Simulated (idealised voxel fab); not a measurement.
Process module heading - voxel air gaps
The cross-section on display is named cut; it measures 180 nm wide, and its cells are 5 nm squares.
Cross-section format: a grid of square cells, given as bands from top to bottom; each band is one or more rows of cells.
For a band, the entry starts with two heights in nm, that of the top and then that of the bottom, and carries on with the band's materials in order from left to right, each alongside its width in nm; the word "full width" beside a single material means it fills the band edge to edge, and "blank" means empty space.
Heights are expressed relative to 0, this being the level below which the as-received wafer comprises one material exclusively. The lowest band is unbounded in the downward direction and is denoted as in "top 0, no bottom".
A width given as "30..40" starts at the first number in the band's top row and ends at the second number in its bottom row, shifting by an equal amount at every step from row to row.
No cell of the cross-section changed in a step that is given as "remained unchanged".
Closed empty spaces (no open way to the top) of 8 cells or more are what "Trapped cavities" lists, each as width x height at distance from the left edge, nm for all three.
Whatever follows a step's settings on its line is a remark the simulator itself makes about that step.
"overlay nm", when on a step's line for a step with a mask, measures how far to the right of its planned place the mask lay; a negative measure means to the left.
Each pair of cross-sections that follows straddles one process step: the one shows the state before the step, the other the state after it, down to the lowest band that changed and no further. The step in question, and its settings, are given under the pair. Note that a pair is not necessarily a continuation of the pair above it, since pairs can come from different runs of this module on the same starting wafer; it is a continuation only where its entry headed "Pre-step profile" says so.

Pre-step profile:
- top 70, bottom 65  W full width
- top 65, bottom 60  W 30  TiN 25  W 20  TiN 25  W 20  TiN 25  W 35
- top 60, bottom 25  W 30  TiN 5  SiO2 15  TiN 5  W 20  TiN 5  SiO2 15  TiN 5  W 20  TiN 5  SiO2 15  TiN 5  W 35
- top 25, bottom 20  TiN 35  SiO2 15  TiN 30  SiO2 15  TiN 30  SiO2 15  TiN 40
- top 20, bottom 15  SiN full width
- top 15, bottom 0  SiO2 full width
- top 0, no bottom  Si full width
- Trapped cavities: none

Sectional Result:
- top 60, bottom 25  W 30  TiN 5  SiO2 15  TiN 5  W 20  TiN 5  SiO2 15  TiN 5  W 20  TiN 5  SiO2 15  TiN 5  W 35
- Lower than 25, everything is as it was.
- Trapped cavities: none
What step was run between the cross-section before it and the cross-section after it, both above? CMP, height nm 60

Pre-step profile: taken from the pair above, after panel.

Sectional Result:
- top 70, bottom 60  Ru full width
- Lower than 60, everything is as it was.
- Trapped cavities: none
What step was run between the cross-section before it and the cross-section after it, both above? EPI, material Ru, thk nm 10

Pre-step profile: taken from the pair above, after panel.

Sectional Result:
- top 75, bottom 70  SiCN full width
- Lower than 70, everything is as it was.
- Trapped cavities: none
What step was run between the cross-section before it and the cross-section after it, both above? CONFORMAL_DEP, material SiCN, thk nm 5
